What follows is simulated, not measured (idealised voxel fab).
The process module presented herein is designated voxel ribs on slabs.
cross-section cut | 290 nm wide | cells 5 nm
Throughout this document, each cross-section is represented as a grid of square cells and is presented as a sequence of bands enumerated from the top downward, where a band comprises one or more rows of cells. Band: top and bottom heights (nm) first, top before bottom; then materials from left to right, widths in nm. "everywhere" marks a sole material filling the band edge to edge. "empty" denotes empty space. Counting heights begins at 0, where everything beneath is, in the wafer as received, one material. The lowest band has no bottom; it goes on downwards, as "0 and below" shows. With a width like "30 to 40", each row of cells in the band differs from the next by the same amount, the top row carrying the first number and the bottom row the second. Key: "no alteration" - step with no changed cell in the cross-section. "Closed internal voids" contains a list of empty spaces, each no smaller than 8 cells and without an open way to the top, written in the form width x height at distance with the distance from the left edge and all three in nm. Read whatever lies past the settings on a step's line as the simulator's own remark about the step. overlay nm, on a step with a mask: how far to the right of its planned place the mask lay; to the left if negative.

# Planned step list for the process
| 1 | RECEIVE with material Si |
| 2 | DIRECTIONAL_DEP with material SiO2, thk nm 20 |
| 3 | DIRECTIONAL_DEP with material SiN, thk nm 15 |
| 4 | PATTERN with tone cover, mask id RIB, material resist, width nm 30, thk nm 20, overlay nm -15 |
| 5 | DIRECTIONAL_ETCH with etch materials SiN, depth nm 10 |
| 6 | STRIP with etch materials resist |
| 7 | PATTERN with tone cover, mask id SLAB, material resist, width nm 60, thk nm 20, overlay nm 0 |
| 8 | DIRECTIONAL_ETCH with etch materials SiN, depth nm 5 |
| 9 | STRIP with etch materials resist |
| 10 | FILL_DEP with material SiO2, thk nm 25 |
| 11 | CMP with height nm 55 |
| 12 | DIRECTIONAL_DEP with material TiN, thk nm 5 |
| 13 | DIRECTIONAL_DEP with material aC, thk nm 15 |
| 14 | PATTERN with tone cover, mask id HEATER, material resist, width nm 40, thk nm 30, overlay nm 0 |
| 15 | DIRECTIONAL_ETCH with etch materials aC, depth nm 15 |
| 16 | STRIP with etch materials resist |
| 17 | DIRECTIONAL_ETCH with etch materials TiN, depth nm 5 |
| 18 | STRIP with etch materials aC |
| 19 | CONFORMAL_DEP with material SiN, thk nm 5 |
The wafers are alike at the start. At step 4, their overlay nm differs. The plan lists the first wafer's value.

# As-received state after step 1, first of several wafers, cross-section
    0 and below = Si everywhere
    Closed internal voids: none

# The figure below presents a cross-section of the first of several wafers at the conclusion of the module, following its last step, step 19
    65 down to 60 = empty 120  SiN 50  empty 120
    60 down to 55 = SiN 125  TiN 40  SiN 125
    55 down to 35 = SiO2 everywhere
    35 down to 25 = SiO2 115  SiN 30  SiO2 145
    25 down to 20 = SiO2 115  SiN 60  SiO2 115
    20 down to 0 = SiO2 everywhere
    0 and below = Si everywhere
    Closed internal voids: none

# Final wafer cross-section at module end
    65 down to 60 = empty 120  SiN 50  empty 120
    60 down to 55 = SiN 125  TiN 40  SiN 125
    55 down to 35 = SiO2 everywhere
    35 down to 25 = SiO2 145  SiN 30  SiO2 115
    25 down to 20 = SiO2 115  SiN 60  SiO2 115
    20 down to 0 = SiO2 everywhere
    0 and below = Si everywhere
    Closed internal voids: none

# Per wafer, end of module: cells gained (+) or lost (-) per material since receipt, then closed voids
overlay nm -15; +84 SiN; +614 SiO2; +8 TiN; Closed internal voids: none
overlay nm -10; +84 SiN; +614 SiO2; +8 TiN; Closed internal voids: none
overlay nm -5; +84 SiN; +614 SiO2; +8 TiN; Closed internal voids: none
overlay nm 0; +84 SiN; +614 SiO2; +8 TiN; Closed internal voids: none
overlay nm 5; +84 SiN; +614 SiO2; +8 TiN; Closed internal voids: none
overlay nm 10; +84 SiN; +614 SiO2; +8 TiN; Closed internal voids: none
overlay nm 15; +84 SiN; +614 SiO2; +8 TiN; Closed internal voids: none
